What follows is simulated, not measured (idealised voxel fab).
process module | voxel self aligned vias
cross-section cut | 290 nm wide | cells 5 nm
A cross-section is a grid of square cells, given in bands from the top down. A band is one or more rows of cells.
Each band's line starts with the height of the band's top and of its bottom, in nm. Then come its materials from left to right, each with its width in nm. One material with "throughout" fills the band from edge to edge. "air" is empty space.
Height 0 is the level under which the wafer as received is all one material. The lowest band goes on downwards, as in "0 down".
A width such as "30 to 40" changes by the same amount from each row of cells to the next, from the band's top row to its bottom row.
"no change" after a step means that no cell of the cross-section changed.
closed voids: empty space of 8 cells or more with no open way to the top, each as width x height at its distance from the left edge, in nm
after a step's settings: what the simulator itself notes on the step
overlay nm, on a step with a mask: how far to the right of its planned place the mask lay; to the left if negative
plan
1 op RECEIVE | material Si
2 op CONFORMAL_DEP | material SiO2 | thk nm 10
3 op CONFORMAL_DEP | material SiCN | thk nm 5
4 op DIRECTIONAL_DEP | material lowk | thk nm 30
5 op DIRECTIONAL_DEP | material aC | thk nm 10
6 op PATTERN | tone open | mask id LINES | material resist | width nm 30 | pitch nm 80 | thk nm 25 | overlay nm 0
7 op DIRECTIONAL_ETCH | etch materials aC | depth nm 10
8 op STRIP | etch materials resist
9 op DIRECTIONAL_ETCH | etch materials lowk | depth nm 30
10 op STRIP | etch materials aC
11 op CONFORMAL_DEP | material TiN | thk nm 5
12 op FILL_DEP | material Ru | thk nm 5
13 op CMP | height nm 45
14 op SELECTIVE_ETCH | etch materials W Ru TiN | depth nm 10
15 op FILL_DEP | material SiN | thk nm 5
16 op CMP | height nm 45
17 op DIRECTIONAL_DEP | material lowk | thk nm 15
18 op DIRECTIONAL_DEP | material aC | thk nm 15
19 op PATTERN | tone open | mask id VIAS | material resist | width nm 50 | pitch nm 80 | thk nm 35 | overlay nm 0
20 op DIRECTIONAL_ETCH | etch materials aC | depth nm 15
21 op STRIP | etch materials resist
22 op DIRECTIONAL_ETCH | etch materials lowk | depth nm 15
23 op DIRECTIONAL_ETCH | etch materials SiN | depth nm 10
24 op STRIP | etch materials aC
25 op CONFORMAL_DEP | material TiN | thk nm 5
26 op FILL_DEP | material Ru | thk nm 5
27 op CMP | height nm 60
28 op CONFORMAL_DEP | material SiCN | thk nm 5
as received, after step 1
  0 down: Si throughout
  closed voids: none
a wafer at the end: this start, this plan, one mistake
  65 to 60: SiCN throughout
  60 to 50: lowk 80 | TiN 5 | Ru 40 | TiN 5 | lowk 30 | TiN 5 | Ru 40 | TiN 5 | lowk 80
  50 to 40: lowk 80 to 95 | TiN 20 to 5 | Ru 20 | TiN 10 to 5 | lowk 30 to 50 | TiN 20 to 5 | Ru 20 | TiN 10 to 5 | lowk 80 to 85
  40 to 35: lowk 95 | TiN 30 | lowk 50 | TiN 30 | lowk 85
  35 to 20: lowk 95 | TiN 5 | Ru 20 | TiN 5 | lowk 50 | TiN 5 | Ru 20 | TiN 5 | lowk 85
  20 to 15: lowk 95 | TiN 30 | lowk 50 | TiN 30 | lowk 85
  15 to 10: SiCN throughout
  10 to 0: SiO2 throughout
  0 down: Si throughout
  closed voids: none
what went wrong: step 6 ran as: op PATTERN | tone open | mask id LINES | material resist | width nm 30 | pitch nm 80 | thk nm 25 | overlay nm 5
